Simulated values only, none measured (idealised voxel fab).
Presented below is a process module, voxel self aligned contacts.
Cross-sectional view cut (width: 145 nm; square cell size: 5 nm).
This document writes a cross-section as a grid whose cells are square, and gives it as bands, listed from the top down; one or more rows of cells form a band.
Per band: top height and bottom height in nm, followed by the left-to-right materials and their widths in nm; "all across" marks a single material spanning edge to edge, "empty" marks empty space.
Height is counted from the level 0, under which the received wafer is composed throughout of one material. The lowest of the bands is not closed at the bottom but continues downward, in the notation "0 and below".
Width spec "30..40" -> top row of cells at first value, bottom row at second value, equal per-row change in between.
Given "no change occurred" for a step, no cell of the cross-section differs between before and after that step.
In the "Closed internal cavities" entry, you get each enclosed empty space of 8 cells or more, one with no open way to the top, written width x height at distance, distance from the left edge, in nm.
Anything after a step's settings on that line? It's the simulator's own note about the step.
overlay nm: how far to the right of its planned place the mask lay on this masked step (negative: to the left).

Below is the list of planned process steps:
1 RECEIVE, material Si
2 CONFORMAL_DEP, material SiO2, thk nm 5
3 DIRECTIONAL_DEP, material polySi, thk nm 30
4 DIRECTIONAL_DEP, material SiN, thk nm 20
5 DIRECTIONAL_DEP, material aC, thk nm 15
6 PATTERN, tone cover, mask id GATE, material resist, width nm 30, pitch nm 55, thk nm 30, overlay nm 0
7 DIRECTIONAL_ETCH, etch materials aC, depth nm 15
8 STRIP, etch materials resist
9 DIRECTIONAL_ETCH, etch materials SiN, depth nm 20
10 DIRECTIONAL_ETCH, etch materials polySi, depth nm 30
11 STRIP, etch materials aC
12 CONFORMAL_DEP, material SiN, thk nm 5
13 DIRECTIONAL_ETCH, etch materials SiN, depth nm 5
14 FILL_DEP, material SiO2, thk nm 10
15 CMP, height nm 60
16 MASKED_ETCH, tone open, mask id CONTACT, width nm 25, etch materials SiO2, depth nm 60, overlay nm 0
17 CONFORMAL_DEP, material TiN, thk nm 5
18 FILL_DEP, material W, thk nm 10
19 CMP, height nm 60
20 CONFORMAL_DEP, material SiN, thk nm 5
Every wafer here starts from the same state; it is the step 16 width nm that distinguishes them, and the value the plan gives belongs to the first wafer.

The as-received cross-section of the first of several wafers corresponds to the state after step 1:
> 0 and below = Si all across
> Closed internal cavities: none

Here is the cross-section of the first of several wafers at the end of the module, after its last step, step 20:
> 65 down to 60 = SiN all across
> 60 down to 55 = 60 SiO2  10 TiN  5 W  10 TiN  60 SiO2
> 55 down to 35 = 25 SiO2  40 SiN  5 TiN  5 W  5 TiN  40 SiN  25 SiO2
> 35 down to 5 = 25 SiO2  5 SiN  30 polySi  5 SiN  5 TiN  5 W  5 TiN  5 SiN  30 polySi  5 SiN  25 SiO2
> 5 down to 0 = 65 SiO2  15 TiN  65 SiO2
> 0 and below = Si all across
> Closed internal cavities: none

The final wafer, sectioned at module end:
> 65 down to 60 = SiN all across
> 60 down to 55 = 50 SiO2  20 TiN  5 W  25 TiN  45 SiO2
> 55 down to 35 = 25 SiO2  40 SiN  5 TiN  5 W  5 TiN  40 SiN  25 SiO2
> 35 down to 5 = 25 SiO2  5 SiN  30 polySi  5 SiN  5 TiN  5 W  5 TiN  5 SiN  30 polySi  5 SiN  25 SiO2
> 5 down to 0 = 65 SiO2  15 TiN  65 SiO2
> 0 and below = Si all across
> Closed internal cavities: none

Quick key for the table: a row per wafer, taken at the end of the module. For each material it tells you how many cells the wafer gained (+) or lost (-) since it came in, and the closed voids come after:
width nm 25 | +117 SiN | +150 SiO2 | +27 TiN | +11 W | +72 polySi | Closed internal cavities: none
width nm 30 | +117 SiN | +149 SiO2 | +28 TiN | +11 W | +72 polySi | Closed internal cavities: none
width nm 35 | +117 SiN | +148 SiO2 | +29 TiN | +11 W | +72 polySi | Closed internal cavities: none
width nm 40 | +117 SiN | +147 SiO2 | +30 TiN | +11 W | +72 polySi | Closed internal cavities: none
width nm 45 | +117 SiN | +146 SiO2 | +31 TiN | +11 W | +72 polySi | Closed internal cavities: none
width nm 50 | +117 SiN | +145 SiO2 | +32 TiN | +11 W | +72 polySi | Closed internal cavities: none
